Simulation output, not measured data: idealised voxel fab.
The process module presented herein is designated voxel self aligned contacts.
This is section cut - it's 280 nm across, gridded in 5 nm square cells.
If you're reading a cross-section in this doc, picture square cells in a grid; it comes to you as bands, top ones listed first down to the bottom, and a band can be one or more rows of cells. Read a band's entry like this: the first values are the height of its top and the height of its bottom in nm, and what follows is the sequence of materials from left to right, each with its width in nm. Note that "air" is empty space, and that a single material marked "everywhere" reaches across the band from edge to edge. Note: height 0 marks the level under which the wafer is uniformly one material as received. Lowest band unbounded below, written "0 nm and below". Top row gets the first number, bottom row gets the second, and each row in between changes by the same step: that is how a band width like "30..40" works. You'll sometimes find "nothing changed" written for a step, and that's the way of saying that nowhere in the cross-section did a cell change during that step. What "Fully sealed cavities" gives you is every empty space of 8 cells or more that is cut off from the top. Each appears as width x height at distance, with the distance taken from the left edge and width, height and distance all in nm. Past the settings on a step's line: simulator remark, on that step. "overlay nm", when on a step's line for a step with a mask, measures how far to the right of its planned place the mask lay; a negative measure means to the left.

This section lists the process steps that were planned
1: RECEIVE (material Si)
2: OXIDIZE (depth nm 5)
3: DIRECTIONAL_DEP (material polySi; thk nm 20)
4: DIRECTIONAL_DEP (material SiN; thk nm 25)
5: DIRECTIONAL_DEP (material aC; thk nm 10)
6: PATTERN (tone cover; mask id GATE; material resist; width nm 30; pitch nm 75; thk nm 25; overlay nm 0)
7: DIRECTIONAL_ETCH (etch materials aC; depth nm 10)
8: STRIP (etch materials resist)
9: DIRECTIONAL_ETCH (etch materials SiN; depth nm 25)
10: DIRECTIONAL_ETCH (etch materials polySi; depth nm 20)
11: STRIP (etch materials aC)
12: CONFORMAL_DEP (material SiN; thk nm 10)
13: DIRECTIONAL_ETCH (etch materials SiN; depth nm 10)
14: FILL_DEP (material SiO2; thk nm 15)
15: CMP (height nm 55)
16: PATTERN (tone open; mask id CONTACT; material resist; width nm 55; thk nm 15; overlay nm 0)
17: DIRECTIONAL_ETCH (etch materials SiO2; depth nm 60)
18: STRIP (etch materials resist)
19: CONFORMAL_DEP (material TiN; thk nm 5)
20: FILL_DEP (material W; thk nm 10)
21: CMP (height nm 55)
22: CONFORMAL_DEP (material SiCN; thk nm 5)

As received (post step 1): cross-section
0 nm and below: Si everywhere
Fully sealed cavities: none

Cross-section: first of two wafers, module finished, run according to plan
60 nm to 55 nm: SiCN everywhere
55 nm to 45 nm: 110 nm SiO2 / 5..20 nm TiN / 45..15 nm W / 5..20 nm TiN / 115 nm SiO2
45 nm to 20 nm: 75 nm SiO2 / 50 nm SiN / 5 nm TiN / 15 nm W / 5 nm TiN / 50 nm SiN / 80 nm SiO2
20 nm to 0 nm: 75 nm SiO2 / 10 nm SiN / 30 nm polySi / 10 nm SiN / 5 nm TiN / 15 nm W / 5 nm TiN / 10 nm SiN / 30 nm polySi / 10 nm SiN / 80 nm SiO2
0 nm to -5 nm: 125 nm SiO2 / 25 nm TiN / 130 nm SiO2
-5 nm and below: Si everywhere
Fully sealed cavities: none

So this is wafer number two of the two, cut at the end of the module - it started where the first did and had the same plan, we just got one thing wrong running it
60 nm to 55 nm: SiCN everywhere
55 nm to 40 nm: 75 nm SiO2 / 50 nm SiN / 5 nm TiN / 15 nm W / 5 nm TiN / 50 nm SiN / 80 nm SiO2
40 nm to 25 nm: 75 nm SiO2 / 10 nm SiN / 30 nm polySi / 10 nm SiN / 5 nm TiN / 15 nm W / 5 nm TiN / 10 nm SiN / 30 nm polySi / 10 nm SiN / 80 nm SiO2
25 nm to 20 nm: 75 nm SiO2 / 10 nm SiN / 30 nm polySi / 10 nm SiN / 25 nm TiN / 10 nm SiN / 30 nm polySi / 10 nm SiN / 80 nm SiO2
20 nm to 0 nm: polySi everywhere
0 nm to -5 nm: SiO2 everywhere
-5 nm and below: Si everywhere
Fully sealed cavities: none
what went wrong: step 3 of the plan was carried out twice
Upon completion, the second wafer contains, in terms of cells, a greater or smaller amount of certain materials than the first wafer: SiN: 40 fewer | SiO2: 147 fewer | TiN: 16 fewer | W: 21 fewer | polySi: 224 more
